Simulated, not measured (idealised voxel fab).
Process module name: voxel wiring stack
Displayed cross-section: cut, width of 225 nm, square cells sized 5 nm.
Reading order for cross-sections: top band down to bottom band. Underlying form: a grid of square cells. Band size: one or more rows of cells.
Band entry format. Leading values: height of top, height of bottom, nm. Remainder: materials in left-to-right order, each with its width in nm. Special words: "full width" on a single material, which then fills the band edge to edge; "empty", empty space.
The reference from which all heights are counted is 0, the level beneath which the as-received wafer is entirely one material; the lowest band, having no lower bound, proceeds downward and is written after the example "from 0 down".
The width entry "30 to 40" should be interpreted row by row: the top row of cells in the band takes the first number, the bottom row takes the second number, and the change between adjacent rows is uniform throughout.
Any step labelled "no change" changed none of the cells in the cross-section.
"Closed void listing" - sealed voids, min. 8 cells, no opening to top; format: width x height at distance (distance from left edge; nm throughout).
Text after the settings on a step's line: the simulator's own remark on that step.
overlay nm: for a step with a mask, the amount by which the mask lay right of where it was planned; a negative amount means left of it.
**Steps planned for the process**
| 1 | RECEIVE with material Si |
| 2 | CONFORMAL_DEP with material SiO2, thk nm 15 |
| 3 | DIRECTIONAL_DEP with material TiN, thk nm 5 |
| 4 | DIRECTIONAL_DEP with material Ru, thk nm 25 |
| 5 | PATTERN with tone cover, mask id METAL_1, material resist, width nm 25, pitch nm 40, thk nm 20, overlay nm 0 |
| 6 | DIRECTIONAL_ETCH with etch materials Ru, depth nm 25 |
| 7 | DIRECTIONAL_ETCH with etch materials TiN, depth nm 5 |
| 8 | STRIP with etch materials resist |
| 9 | FILL_DEP with material SiO2, thk nm 5 |
| 10 | CMP with height nm 45 |
| 11 | CONFORMAL_DEP with material SiCN, thk nm 5 |
| 12 | DIRECTIONAL_DEP with material SiO2, thk nm 30 |
| 13 | PATTERN with tone open, mask id METAL_2_HOLES, material resist, width nm 15, pitch nm 40, thk nm 15, overlay nm 0 |
| 14 | DIRECTIONAL_ETCH with etch materials SiO2, depth nm 30 |
| 15 | STRIP with etch materials resist |
| 16 | DIRECTIONAL_DEP with material aC, thk nm 15 |
| 17 | PATTERN with tone open, mask id METAL_2, material resist, width nm 25, pitch nm 40, thk nm 35, overlay nm 0 |
| 18 | DIRECTIONAL_ETCH with etch materials aC, depth nm 15 |
| 19 | STRIP with etch materials resist |
| 20 | DIRECTIONAL_ETCH with etch materials SiO2, depth nm 20 |
| 21 | DIRECTIONAL_ETCH with etch materials SiCN, depth nm 5 |
| 22 | STRIP with etch materials aC |
| 23 | CONFORMAL_DEP with material TiN, thk nm 5 |
| 24 | FILL_DEP with material Ru, thk nm 10 |
| 25 | CMP with height nm 80 |
| 26 | CONFORMAL_DEP with material SiCN, thk nm 5 |
| 27 | DIRECTIONAL_DEP with material SiO2, thk nm 35 |
| 28 | MASKED_ETCH with tone open, mask id METAL_3_HOLES, width nm 15, etch materials SiO2, depth nm 35, overlay nm 0 |
| 29 | DIRECTIONAL_DEP with material aC, thk nm 10 |
| 30 | PATTERN with tone open, mask id METAL_3, material resist, width nm 25, pitch nm 40, thk nm 25, overlay nm 0 |
| 31 | DIRECTIONAL_ETCH with etch materials aC, depth nm 10 |
| 32 | STRIP with etch materials resist |
| 33 | DIRECTIONAL_ETCH with etch materials SiO2, depth nm 20 |
| 34 | DIRECTIONAL_ETCH with etch materials SiCN, depth nm 5 |
| 35 | STRIP with etch materials aC |
| 36 | CONFORMAL_DEP with material TiN, thk nm 5 |
| 37 | FILL_DEP with material Cu, thk nm 10 |
| 38 | CMP with height nm 120 |
| 39 | CONFORMAL_DEP with material SiCN, thk nm 5 |
| 40 | DIRECTIONAL_DEP with material SiO2, thk nm 25 |
| 41 | PATTERN with tone open, mask id METAL_4_HOLES, material resist, width nm 15, thk nm 15, overlay nm 0 |
| 42 | DIRECTIONAL_ETCH with etch materials SiO2, depth nm 25 |
| 43 | STRIP with etch materials resist |
| 44 | MASKED_ETCH with tone open, mask id METAL_4, width nm 25, pitch nm 40, etch materials SiO2, depth nm 15, overlay nm 0 |
| 45 | MASKED_ETCH with tone open, mask id METAL_4, width nm 25, pitch nm 40, etch materials SiCN, depth nm 5, overlay nm 0 |
| 46 | CONFORMAL_DEP with material TiN, thk nm 5 |
| 47 | FILL_DEP with material Ru, thk nm 10 |
| 48 | CMP with height nm 150 |
| 49 | CONFORMAL_DEP with material SiN, thk nm 5 |
Across this set of wafers, the varied parameter is the width nm of step 28. Starting conditions are identical for every wafer, and the plan reports the value assigned to the first wafer.
**The first of several wafers, as received after step 1, seen in section**
* from 0 down = Si full width
* Closed void listing: none
**Cross-sectional representation of the first of several wafers at the end of the module, i.e. after its terminal step, step 49**
* from 155 to 150 = SiN full width
* from 150 to 140 = 80 nm SiO2, then 5 nm TiN, then 15 nm Ru, then 5 nm TiN, then 15 nm SiO2, then 5 nm TiN, then 15 nm Ru, then 5 nm TiN, then 80 nm SiO2
* from 140 to 135 = 80 nm SiO2, then 5 nm TiN, then 5 nm Ru, then 15 nm TiN, then 15 nm SiO2, then 25 nm TiN, then 80 nm SiO2
* from 135 to 125 = 80 nm SiO2, then 5 nm TiN, then 5 nm Ru, then 5 nm TiN, then 130 nm SiO2
* from 125 to 120 = 80 nm SiCN, then 15 nm TiN, then 130 nm SiCN
* from 120 to 105 = 80 nm SiO2, then 5 nm TiN, then 15 nm Cu, then 5 nm TiN, then 15 nm SiO2, then 5 nm TiN, then 15 nm Cu, then 5 nm TiN, then 80 nm SiO2
* from 105 to 100 = 80 nm SiO2, then 5 nm TiN, then 5 nm Cu, then 15 nm TiN, then 15 nm SiO2, then 25 nm TiN, then 80 nm SiO2
* from 100 to 85 = 80 nm SiO2, then 5 nm TiN, then 5 nm Cu, then 5 nm TiN, then 130 nm SiO2
* from 85 to 80 = 80 nm SiCN, then 15 nm TiN, then 130 nm SiCN
* from 80 to 65 = 80 nm SiO2, then 5 nm TiN, then 15 nm Ru, then 5 nm TiN, then 15 nm SiO2, then 5 nm TiN, then 15 nm Ru, then 5 nm TiN, then 80 nm SiO2
* from 65 to 60 = 80 nm SiO2, then 5 nm TiN, then 5 nm Ru, then 15 nm TiN, then 15 nm SiO2, then 5 nm TiN, then 5 nm Ru, then 15 nm TiN, then 80 nm SiO2
* from 60 to 50 = 80 nm SiO2, then 5 nm TiN, then 5 nm Ru, then 5 nm TiN, then 25 nm SiO2, then 5 nm TiN, then 5 nm Ru, then 5 nm TiN, then 90 nm SiO2
* from 50 to 45 = 80 nm SiCN, then 15 nm TiN, then 25 nm SiCN, then 15 nm TiN, then 90 nm SiCN
* from 45 to 20 = 80 nm SiO2, then 25 nm Ru, then 15 nm SiO2, then 25 nm Ru, then 80 nm SiO2
* from 20 to 15 = 80 nm SiO2, then 25 nm TiN, then 15 nm SiO2, then 25 nm TiN, then 80 nm SiO2
* from 15 to 0 = SiO2 full width
* from 0 down = Si full width
* Closed void listing: none
**Here we cross-sectioned the last of the wafers once the module was done**
* from 155 to 150 = SiN full width
* from 150 to 140 = 80 nm SiO2, then 5 nm TiN, then 15 nm Ru, then 5 nm TiN, then 15 nm SiO2, then 5 nm TiN, then 15 nm Ru, then 5 nm TiN, then 80 nm SiO2
* from 140 to 135 = 80 nm SiO2, then 5 nm TiN, then 5 nm Ru, then 15 nm TiN, then 15 nm SiO2, then 25 nm TiN, then 80 nm SiO2
* from 135 to 125 = 80 nm SiO2, then 5 nm TiN, then 5 nm Ru, then 5 nm TiN, then 130 nm SiO2
* from 125 to 120 = 80 nm SiCN, then 15 nm TiN, then 130 nm SiCN
* from 120 to 105 = 75 nm SiO2, then 5 nm TiN, then 20 nm Cu, then 5 nm TiN, then 15 nm SiO2, then 5 nm TiN, then 15 nm Cu, then 5 nm TiN, then 80 nm SiO2
* from 105 to 100 = 75 nm SiO2, then 5 nm TiN, then 20 nm Cu, then 5 nm TiN, then 15 nm SiO2, then 25 nm TiN, then 80 nm SiO2
* from 100 to 90 = 75 nm SiO2, then 5 nm TiN, then 20 nm Cu, then 5 nm TiN, then 120 nm SiO2
* from 90 to 85 = 75 nm SiO2, then 10 nm TiN, then 15 nm Cu, then 5 nm TiN, then 120 nm SiO2
* from 85 to 80 = 80 nm SiCN, then 25 nm TiN, then 120 nm SiCN
* from 80 to 65 = 80 nm SiO2, then 5 nm TiN, then 15 nm Ru, then 5 nm TiN, then 15 nm SiO2, then 5 nm TiN, then 15 nm Ru, then 5 nm TiN, then 80 nm SiO2
* from 65 to 60 = 80 nm SiO2, then 5 nm TiN, then 5 nm Ru, then 15 nm TiN, then 15 nm SiO2, then 5 nm TiN, then 5 nm Ru, then 15 nm TiN, then 80 nm SiO2
* from 60 to 50 = 80 nm SiO2, then 5 nm TiN, then 5 nm Ru, then 5 nm TiN, then 25 nm SiO2, then 5 nm TiN, then 5 nm Ru, then 5 nm TiN, then 90 nm SiO2
* from 50 to 45 = 80 nm SiCN, then 15 nm TiN, then 25 nm SiCN, then 15 nm TiN, then 90 nm SiCN
* from 45 to 20 = 80 nm SiO2, then 25 nm Ru, then 15 nm SiO2, then 25 nm Ru, then 80 nm SiO2
* from 20 to 15 = 80 nm SiO2, then 25 nm TiN, then 15 nm SiO2, then 25 nm TiN, then 80 nm SiO2
* from 15 to 0 = SiO2 full width
* from 0 down = Si full width
* Closed void listing: none
**The rows of the table below are wafers. Looking at the end of the module, a row counts, for every material, the cells the wafer has gained, shown as (+), or lost, shown as (-), since it was received; its closed voids come next**
width nm 15 | +22 Cu | +89 Ru | +123 SiCN | +45 SiN | +1018 SiO2 | +98 TiN | Closed void listing: none
width nm 20 | +26 Cu | +89 Ru | +122 SiCN | +45 SiN | +1015 SiO2 | +98 TiN | Closed void listing: none
width nm 25 | +32 Cu | +89 Ru | +122 SiCN | +45 SiN | +1008 SiO2 | +99 TiN | Closed void listing: none
width nm 30 | +36 Cu | +89 Ru | +121 SiCN | +45 SiN | +1005 SiO2 | +99 TiN | Closed void listing: none
